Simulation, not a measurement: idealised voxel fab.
The process module presented herein is designated voxel tone inversion.
The figure presents cross-section cut, which has a width of 275 nm and is divided into square cells with an edge length of 5 nm.
We lay out every cross-section as a grid of square cells and spell it out in bands from the top down, where one band means one or more rows of cells.
The entry gives the band's vertical extent as a top height and a bottom height in nm, then its horizontal make-up as materials from left to right, each with a width in nm. "air" stands for empty space; a single material marked "throughout" fills the band edge to edge.
Where do heights start? At 0: under that level the wafer as delivered is made of one material only. And the lowest band has no floor; it just carries on downward, as in "0 nm and below".
It should be noted that a width expressed as "30->40" varies in equal increments from row to row of cells within the band, taking the value of the first number at the top row and that of the second number at the bottom row.
Key: "left unchanged" - step with no changed cell in the cross-section.
You'll see "Fully enclosed voids" listing empty spaces that have no way open to the top, as long as they're 8 cells or more; the notation is width x height at distance, where the distance is from the left edge, and all of it is in nm.
Where a step's line continues beyond its settings, the continuation is a remark by the simulator itself on that step.
Among the settings permitted on a step's line is "overlay nm"; applied to a step with a mask, it specifies the extent to which the mask lay to the right of its planned position, whereas a negative figure signifies a position to the left.
[Below is the list of planned process steps]
- 1: RECEIVE (material Si)
- 2: CONFORMAL_DEP (material SiN; thk nm 10)
- 3: DIRECTIONAL_DEP (material polySi; thk nm 20)
- 4: PATTERN (tone cover; mask id POSTS; material resist; width nm 25; pitch nm 40; thk nm 30; overlay nm 0)
- 5: DIRECTIONAL_ETCH (etch materials polySi; depth nm 20)
- 6: STRIP (etch materials resist)
- 7: FILL_DEP (material lowk; thk nm 5)
- 8: CMP (height nm 30)
- 9: STRIP (etch materials polySi)
- 10: CONFORMAL_DEP (material TiN; thk nm 5)
- 11: FILL_DEP (material Ru; thk nm 10)
- 12: CMP (height nm 30)
- 13: CONFORMAL_DEP (material SiN; thk nm 5)
[as received, after step 1]
  0 nm and below = Si throughout
  Fully enclosed voids: none
[Sectioned view, first of two wafers, at the close of the module, processed as intended in the plan]
  35 nm to 30 nm = SiN throughout
  30 nm to 15 nm = lowk: 65  TiN: 5  Ru: 15  TiN: 5  lowk: 15  TiN: 5  Ru: 15  TiN: 5  lowk: 15  TiN: 5  Ru: 15  TiN: 5  lowk: 15  TiN: 5  Ru: 15  TiN: 5  lowk: 65
  15 nm to 10 nm = lowk: 65  TiN: 25  lowk: 15  TiN: 25  lowk: 15  TiN: 25  lowk: 15  TiN: 25  lowk: 65
  10 nm to 0 nm = SiN throughout
  0 nm and below = Si throughout
  Fully enclosed voids: none
[This cross-section belongs to the second wafer of two at the end of the module; the start and the plan were shared with the first, and the run included one mistake]
  35 nm to 30 nm = SiN throughout
  30 nm to 15 nm = lowk: 70  TiN: 5  Ru: 10  TiN: 5  lowk: 20  TiN: 5  Ru: 10  TiN: 5  lowk: 20  TiN: 5  Ru: 10  TiN: 5  lowk: 20  TiN: 5  Ru: 10  TiN: 5  lowk: 65
  15 nm to 10 nm = lowk: 70  TiN: 20  lowk: 20  TiN: 20  lowk: 20  TiN: 20  lowk: 20  TiN: 20  lowk: 65
  10 nm to 0 nm = SiN throughout
  0 nm and below = Si throughout
  Fully enclosed voids: none
The plan and the run diverged here: in deviation from the planned setting, step 4 was conducted as PATTERN (tone cover; mask id POSTS; material resist; width nm 20; pitch nm 40; thk nm 30; overlay nm 0)
Per the end-of-run cell counts, the second wafer holds more or fewer of some materials than the first: Ru -12, TiN -4, lowk +16
